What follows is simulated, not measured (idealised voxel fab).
process module | voxel ribs on slabs
cross-section cut | 195 nm wide | cells 5 nm
A cross-section is a grid of square cells, given in bands from the top down. A band is one or more rows of cells.
Each band's line starts with the height of the band's top and of its bottom, in nm. Then come its materials from left to right, each with its width in nm. One material with "throughout" fills the band from edge to edge. "air" is empty space.
Height 0 is the level under which the wafer as received is all one material. The lowest band goes on downwards, as in "0 down".
A width such as "30 to 40" changes by the same amount from each row of cells to the next, from the band's top row to its bottom row.
"no change" after a step means that no cell of the cross-section changed.
closed voids: empty space of 8 cells or more with no open way to the top, each as width x height at its distance from the left edge, in nm
after a step's settings: what the simulator itself notes on the step
overlay nm, on a step with a mask: how far to the right of its planned place the mask lay; to the left if negative
plan
1 op RECEIVE | material Si
2 op DIRECTIONAL_DEP | material SiO2 | thk nm 20
3 op DIRECTIONAL_DEP | material polySi | thk nm 25
4 op PATTERN | tone cover | mask id RIB | material resist | width nm 20 | thk nm 15 | overlay nm 0
5 op DIRECTIONAL_ETCH | etch materials polySi | depth nm 15
6 op STRIP | etch materials resist
7 op DIRECTIONAL_DEP | material aC | thk nm 10
8 op PATTERN | tone cover | mask id SLAB | material resist | width nm 80 | thk nm 25 | overlay nm 0
9 op DIRECTIONAL_ETCH | etch materials aC | depth nm 10
10 op STRIP | etch materials resist
11 op DIRECTIONAL_ETCH | etch materials polySi | depth nm 10
12 op STRIP | etch materials aC
13 op FILL_DEP | material SiO2 | thk nm 20
14 op CMP | height nm 60
15 op DIRECTIONAL_DEP | material TiN | thk nm 5
16 op PATTERN | tone cover | mask id HEATER | material resist | width nm 30 | thk nm 15 | overlay nm 0
17 op DIRECTIONAL_ETCH | etch materials TiN | depth nm 5
18 op STRIP | etch materials resist
19 op CONFORMAL_DEP | material SiO2 | thk nm 10
as received, after step 1
  0 down: Si throughout
  closed voids: none
first wafer at the end, as planned
  75 to 70: air 70 | SiO2 50 | air 75
  70 to 65: SiO2 throughout
  65 to 60: SiO2 80 | TiN 30 | SiO2 85
  60 to 45: SiO2 throughout
  45 to 30: SiO2 85 | polySi 20 | SiO2 90
  30 to 20: SiO2 55 | polySi 80 | SiO2 60
  20 to 0: SiO2 throughout
  0 down: Si throughout
  closed voids: none
second wafer at the end: like start, like plan, one mistake
  75 to 70: air 70 | SiO2 50 | air 75
  70 to 65: SiO2 throughout
  65 to 60: SiO2 80 | TiN 30 | SiO2 85
  60 to 55: SiO2 85 | polySi 20 | SiO2 90
  55 to 45: SiO2 55 | polySi 80 | SiO2 60
  45 to 20: polySi throughout
  20 to 0: SiO2 throughout
  0 down: Si throughout
  closed voids: none
what went wrong: step 3 was run twice
at the end the second wafer has, in cells: 187 fewer of SiO2 | 187 more of polySi
